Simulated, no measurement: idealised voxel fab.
Process module, titled voxel transistor to metal
190 nm wide, 5 nm square cells: that's cross-section cut.
A cross-section is written here as square cells arranged in a grid, and it is given in bands from the top down, each band taking up one or more rows of cells.
Heights first: top, then bottom, in nm. Then materials, left to right, each with a width in nm. "everywhere" on a single material: fills the band edge to edge. "blank": empty space.
Convention: height 0 is the level below which the wafer, as received, is all one material. The lowest band does not terminate at the bottom but continues downward, represented as "0..down".
With a width like "30->40", each row of cells in the band differs from the next by the same amount, the top row carrying the first number and the bottom row the second.
Where a step carries "nothing got changed", the cross-section came out of it unchanged, cell for cell.
Empty spaces without an open route to the top, at least 8 cells in extent, make up the entry "Sealed-off cavities"; each is given as width x height at distance, where the distance is measured from the left edge, and all are in nm.
That trailing text on a step's line, after the settings, is the simulator's own remark on the step.
What "overlay nm" on a step's line means: if the step has a mask, that mask lay this far to the right of its planned place, or, when the value is negative, to the left.
Below is the list of planned process steps:
1) RECEIVE (material Si)
2) OXIDIZE (depth nm 5)
3) CONFORMAL_DEP (material SiN; thk nm 15)
4) MASKED_ETCH (tone cover; mask id ACTIVE; width nm 105; etch materials SiN; depth nm 15; overlay nm 0)
5) MASKED_ETCH (tone cover; mask id ACTIVE; width nm 105; etch materials SiO2; depth nm 5; overlay nm 0)
6) MASKED_ETCH (tone cover; mask id ACTIVE; width nm 105; etch materials Si; depth nm 30; overlay nm 0)
7) OXIDIZE (depth nm 5)
8) FILL_DEP (material SiO2; thk nm 10)
9) CMP (height nm 15)
10) SELECTIVE_ETCH (etch materials SiO2; depth nm 5)
11) STRIP (etch materials SiN)
12) SELECTIVE_ETCH (etch materials SiO2; depth nm 5)
13) OXIDIZE (depth nm 5)
14) DIRECTIONAL_DEP (material polySi; thk nm 20)
15) DIRECTIONAL_DEP (material SiCN; thk nm 10)
16) MASKED_ETCH (tone cover; mask id GATE; width nm 15; etch materials SiCN; depth nm 20; overlay nm 0)
17) MASKED_ETCH (tone cover; mask id GATE; width nm 15; etch materials polySi; depth nm 30; overlay nm 0)
18) CONFORMAL_DEP (material SiO2; thk nm 5)
19) DIRECTIONAL_ETCH (etch materials SiO2; depth nm 5)
20) CONFORMAL_DEP (material SiN; thk nm 5)
21) DIRECTIONAL_ETCH (etch materials SiN; depth nm 5)
22) DIRECTIONAL_ETCH (etch materials SiO2; depth nm 5)
23) DIRECTIONAL_ETCH (etch materials Si; depth nm 15)
24) EPI (material nSi; thk nm 15)
25) FILL_DEP (material SiO2; thk nm 10)
26) CMP (height nm 25)
27) DIRECTIONAL_DEP (material SiO2; thk nm 10)
28) DIRECTIONAL_DEP (material aC; thk nm 10)
29) PATTERN (tone open; mask id CONTACT; material resist; width nm 30; pitch nm 55; thk nm 30; overlay nm 0)
30) DIRECTIONAL_ETCH (etch materials aC; depth nm 10)
31) STRIP (etch materials resist)
32) DIRECTIONAL_ETCH (etch materials SiO2; depth nm 45)
33) STRIP (etch materials aC)
34) CONFORMAL_DEP (material TiN; thk nm 5)
35) FILL_DEP (material W; thk nm 10)
36) CMP (height nm 35)
37) DIRECTIONAL_DEP (material TiN; thk nm 5)
38) DIRECTIONAL_DEP (material Ru; thk nm 15)
39) PATTERN (tone cover; mask id METAL_1; material resist; width nm 15; pitch nm 70; thk nm 20; overlay nm 0)
40) DIRECTIONAL_ETCH (etch materials Ru; depth nm 15)
41) DIRECTIONAL_ETCH (etch materials TiN; depth nm 5)
42) STRIP (etch materials resist)
43) CONFORMAL_DEP (material SiN; thk nm 5)
44) FILL_DEP (material SiO2; thk nm 5)
45) CMP (height nm 55)
46) CONFORMAL_DEP (material SiCN; thk nm 5)
47) DIRECTIONAL_DEP (material SiO2; thk nm 30)
48) DIRECTIONAL_DEP (material aC; thk nm 15)
49) PATTERN (tone open; mask id METAL_2; material resist; width nm 15; pitch nm 70; thk nm 30; overlay nm 0)
50) DIRECTIONAL_ETCH (etch materials aC; depth nm 15)
51) STRIP (etch materials resist)
52) DIRECTIONAL_ETCH (etch materials SiO2; depth nm 20)
53) STRIP (etch materials aC)
54) MASKED_ETCH (tone open; mask id METAL_2_HOLES; width nm 15; pitch nm 70; etch materials SiO2; depth nm 10; overlay nm 0)
55) MASKED_ETCH (tone open; mask id METAL_2_HOLES; width nm 15; pitch nm 70; etch materials SiCN; depth nm 5; overlay nm 0)
56) CONFORMAL_DEP (material TiN; thk nm 5)
57) FILL_DEP (material Cu; thk nm 5)
58) CMP (height nm 90)
59) CONFORMAL_DEP (material SiCN; thk nm 5)
Wafer at receipt (post step 1), cross-section:
0..down  Si everywhere
Sealed-off cavities: none
Starting wafer: above. Plan: above. Run: one mistake. Cross-section after the module: below:
95..90  SiCN everywhere
90..60  SiO2=50, TiN=5, Cu=5, TiN=5, SiO2=55, TiN=5, Cu=5, TiN=5, SiO2=55
60..55  SiCN=50, TiN=15, SiCN=55, TiN=15, SiCN=55
55..40  SiO2=45, SiN=5, Ru=15, SiN=5, SiO2=45, SiN=5, Ru=15, SiN=5, SiO2=50
40..35  SiN=50, TiN=15, SiN=55, TiN=15, SiN=55
35..25  SiO2=50, TiN=5, W=20->15, TiN=5->10, SiO2=25, TiN=5->10, W=20->15, TiN=5, SiO2=55
25..20  SiO2=50, TiN=25, SiN=5, SiO2=5, SiCN=15, SiO2=5, SiN=5, TiN=25, SiO2=55
20..15  SiO2=45, nSi=30, SiN=5, SiO2=5, SiCN=15, SiO2=5, SiN=5, nSi=30, SiO2=50
15..5  SiO2=45, nSi=30, SiN=5, SiO2=5, polySi=15, SiO2=5, SiN=5, nSi=30, SiO2=50
5..-5  SiO2=40, SiN=5, nSi=30, SiN=5, SiO2=5, polySi=15, SiO2=5, SiN=5, nSi=30, SiN=5, SiO2=45
-5..-10  SiO2=45, nSi=30, SiO2=35, nSi=30, SiO2=50
-10..-25  SiO2=45, nSi=30, Si=35, nSi=30, SiO2=50
-25..-40  SiO2=45, Si=95, SiO2=50
-40..down  Si everywhere
Sealed-off cavities: none
Nonconformance to the process plan: regarding the plan, step 24 was run twice
